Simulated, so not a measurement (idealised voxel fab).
You're looking at the process module voxel transistor to metal.
The width of the displayed cross-section, cut, is 205 nm; its cells are square, with a size of 5 nm.
When this document writes out a cross-section, it uses a grid of square cells and lists it as bands, beginning at the top and moving down, with a band standing for one or more rows of cells. Band: top and bottom heights (nm) first, top before bottom; then materials from left to right, widths in nm. "edge to edge" marks a sole material filling the band edge to edge. "blank" denotes empty space. Heights from 0 (as-received wafer is one material below). Bottom band endless downward, as "0 nm and below". When a width is written as two numbers, as in "30->40", the first number is the width in the top row of cells of the band and the second is the width in its bottom row, and the width changes by the same amount from each row to the next. Step marked "remained unchanged"? Then no cell in the cross-section changed in it. "Fully sealed voids" enumerates empty spaces isolated from the top, with no open way to it, that contain at least 8 cells, giving each as width x height at distance from the left edge, all three in nm. Note: text after step settings on the step line = simulator remark on that step. What "overlay nm" on a step's line means: if the step has a mask, that mask lay this far to the right of its planned place, or, when the value is negative, to the left.
SO HERE'S THE LINEUP OF PROCESS STEPS WE PLANNED
1,RECEIVE | material Si
2,OXIDIZE | depth nm 5
3,CONFORMAL_DEP | material SiN | thk nm 15
4,MASKED_ETCH | tone cover | mask id ACTIVE | width nm 110 | etch materials SiN | depth nm 15 | overlay nm 0
5,MASKED_ETCH | tone cover | mask id ACTIVE | width nm 110 | etch materials SiO2 | depth nm 5 | overlay nm 0
6,MASKED_ETCH | tone cover | mask id ACTIVE | width nm 110 | etch materials Si | depth nm 25 | overlay nm -15
7,FILL_DEP | material SiO2 | thk nm 10
8,CMP | height nm 15
9,SELECTIVE_ETCH | etch materials SiO2 | depth nm 5
10,STRIP | etch materials SiN
11,SELECTIVE_ETCH | etch materials SiO2 | depth nm 5
12,OXIDIZE | depth nm 5
13,DIRECTIONAL_DEP | material polySi | thk nm 25
14,DIRECTIONAL_DEP | material SiCN | thk nm 10
15,PATTERN | tone cover | mask id GATE | material resist | width nm 30 | thk nm 20 | overlay nm 0
16,DIRECTIONAL_ETCH | etch materials SiCN | depth nm 20
17,DIRECTIONAL_ETCH | etch materials polySi | depth nm 35
18,STRIP | etch materials resist
19,CONFORMAL_DEP | material SiO2 | thk nm 5
20,DIRECTIONAL_ETCH | etch materials SiO2 | depth nm 5
21,CONFORMAL_DEP | material SiN | thk nm 10
22,DIRECTIONAL_ETCH | etch materials SiN | depth nm 10
23,DIRECTIONAL_ETCH | etch materials SiO2 | depth nm 5
24,DIRECTIONAL_ETCH | etch materials Si | depth nm 5
25,EPI | material nSi | thk nm 5
26,FILL_DEP | material SiO2 | thk nm 5
27,CMP | height nm 20
28,STRIP | etch materials polySi
29,SELECTIVE_ETCH | etch materials SiO2 | depth nm 5
30,CONFORMAL_DEP | material HfO2 | thk nm 5
31,CONFORMAL_DEP | material TiN | thk nm 5
32,FILL_DEP | material W | thk nm 5
33,CMP | height nm 15
34,DIRECTIONAL_DEP | material SiO2 | thk nm 15
35,MASKED_ETCH | tone open | mask id CONTACT | width nm 20 | pitch nm 80 | etch materials SiO2 | depth nm 40 | overlay nm 0
36,CONFORMAL_DEP | material TiN | thk nm 5
37,FILL_DEP | material W | thk nm 5
38,CMP | height nm 30
39,DIRECTIONAL_DEP | material TiN | thk nm 5
40,DIRECTIONAL_DEP | material Ru | thk nm 15
41,PATTERN | tone cover | mask id METAL_1 | material resist | width nm 20 | pitch nm 80 | thk nm 15 | overlay nm 0
42,DIRECTIONAL_ETCH | etch materials Ru | depth nm 15
43,DIRECTIONAL_ETCH | etch materials TiN | depth nm 5
44,STRIP | etch materials resist
45,CONFORMAL_DEP | material SiCN | thk nm 5
46,FILL_DEP | material SiO2 | thk nm 10
47,CMP | height nm 50
48,CONFORMAL_DEP | material SiN | thk nm 5
For this document, wafers share an identical start and vary in the step 6 overlay nm; the plan quotes the first wafer's value.
CROSS-SECTION OF THE FIRST OF SEVERAL RECEIVED WAFERS, SHOWING ITS STATE AFTER STEP 1
0 nm and below: Si edge to edge
Fully sealed voids: none
EACH WAFER AT THE END: CELLS OF EACH MATERIAL GAINED (+) OR LOST (-) SINCE IT WAS RECEIVED, THEN ITS CLOSED VOIDS
overlay nm -15 | +16 HfO2 | +24 Ru | -151 Si | +45 SiCN | +65 SiN | +356 SiO2 | +54 TiN | +32 W | +10 nSi | Fully sealed voids: none
overlay nm -10 | +16 HfO2 | +24 Ru | -156 Si | +45 SiCN | +65 SiN | +361 SiO2 | +54 TiN | +32 W | +10 nSi | Fully sealed voids: none
overlay nm -5 | +16 HfO2 | +24 Ru | -160 Si | +45 SiCN | +65 SiN | +365 SiO2 | +54 TiN | +32 W | +10 nSi | Fully sealed voids: none
overlay nm 0 | +16 HfO2 | +24 Ru | -164 Si | +45 SiCN | +65 SiN | +369 SiO2 | +54 TiN | +32 W | +10 nSi | Fully sealed voids: none
overlay nm 5 | +16 HfO2 | +24 Ru | -160 Si | +45 SiCN | +65 SiN | +365 SiO2 | +54 TiN | +32 W | +10 nSi | Fully sealed voids: none
overlay nm 10 | +16 HfO2 | +24 Ru | -156 Si | +45 SiCN | +65 SiN | +361 SiO2 | +54 TiN | +32 W | +10 nSi | Fully sealed voids: none
overlay nm 15 | +16 HfO2 | +24 Ru | -151 Si | +45 SiCN | +65 SiN | +356 SiO2 | +54 TiN | +32 W | +10 nSi | Fully sealed voids: none
